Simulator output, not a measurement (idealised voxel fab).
This section sets out a process module, namely voxel plated lines.
The cross-section shown here is cut; it is 295 nm wide and divided into square cells measuring 5 nm on a side.
Reading order for cross-sections: top band down to bottom band. Underlying form: a grid of square cells. Band size: one or more rows of cells.
Each band's line starts with the height of the band's top and of its bottom, in nm. Then come its materials from left to right, each with its width in nm. One material with "all across" fills the band from edge to edge. "air" is empty space.
Heights are reckoned from 0. Under this level, the received wafer is all of one material. The bottommost band is open-ended downward, for example "0..down".
Note: "30 to 40" means the width goes from the first number (top row of the band) to the second number (bottom row) in equal steps per row of cells.
Where a step carries "no modification", the cross-section came out of it unchanged, cell for cell.
If an empty space has no open way to the top and is at least 8 cells in size, "Non-vented voids" lists it, written width x height at distance, where distance is measured from the left edge and every value is in nm.
Formally, on a step line, whatever follows the settings is a remark that the simulator itself makes on the step.
overlay nm: where the mask lay relative to plan, measured to the right, on steps with a mask; negatives go left.
Process steps foreseen in the plan
1. RECEIVE | material Si
2. CONFORMAL_DEP | material SiN | thk nm 5
3. DIRECTIONAL_DEP | material TiN | thk nm 5
4. PATTERN | tone open | mask id LINES | material resist | width nm 25 | pitch nm 40 | thk nm 40 | overlay nm 0
5. EPI | material Ru | thk nm 10
6. EPI | material Ru | thk nm 5
7. EPI | material Ru | thk nm 5
8. STRIP | etch materials resist
9. DIRECTIONAL_ETCH | etch materials TiN | depth nm 5
10. CONFORMAL_DEP | material SiN | thk nm 10
as received, after step 1
  0..down | Si all across
  Non-vented voids: none
The plan above was carried out on the starting structure above with one mistake, and this cross-section shows the wafer at the end of the module
  40..30 | 80 nm air, then 125 nm SiN, then 90 nm air
  30..15 | 80 nm air, then 10 nm SiN, then 25 nm Ru, then 15 nm SiN, then 25 nm Ru, then 15 nm SiN, then 25 nm Ru, then 10 nm SiN, then 90 nm air
  15..10 | 90 nm SiN, then 25 nm Ru, then 15 nm SiN, then 25 nm Ru, then 15 nm SiN, then 25 nm Ru, then 100 nm SiN
  10..5 | 90 nm SiN, then 25 nm TiN, then 15 nm SiN, then 25 nm TiN, then 15 nm SiN, then 25 nm TiN, then 100 nm SiN
  5..0 | SiN all across
  0..down | Si all across
  Non-vented voids: none
Misprocessing identified: step 4 ran differently from the plan; actual operation with settings: PATTERN | tone open | mask id LINES | material resist | width nm 25 | pitch nm 40 | thk nm 40 | overlay nm -5
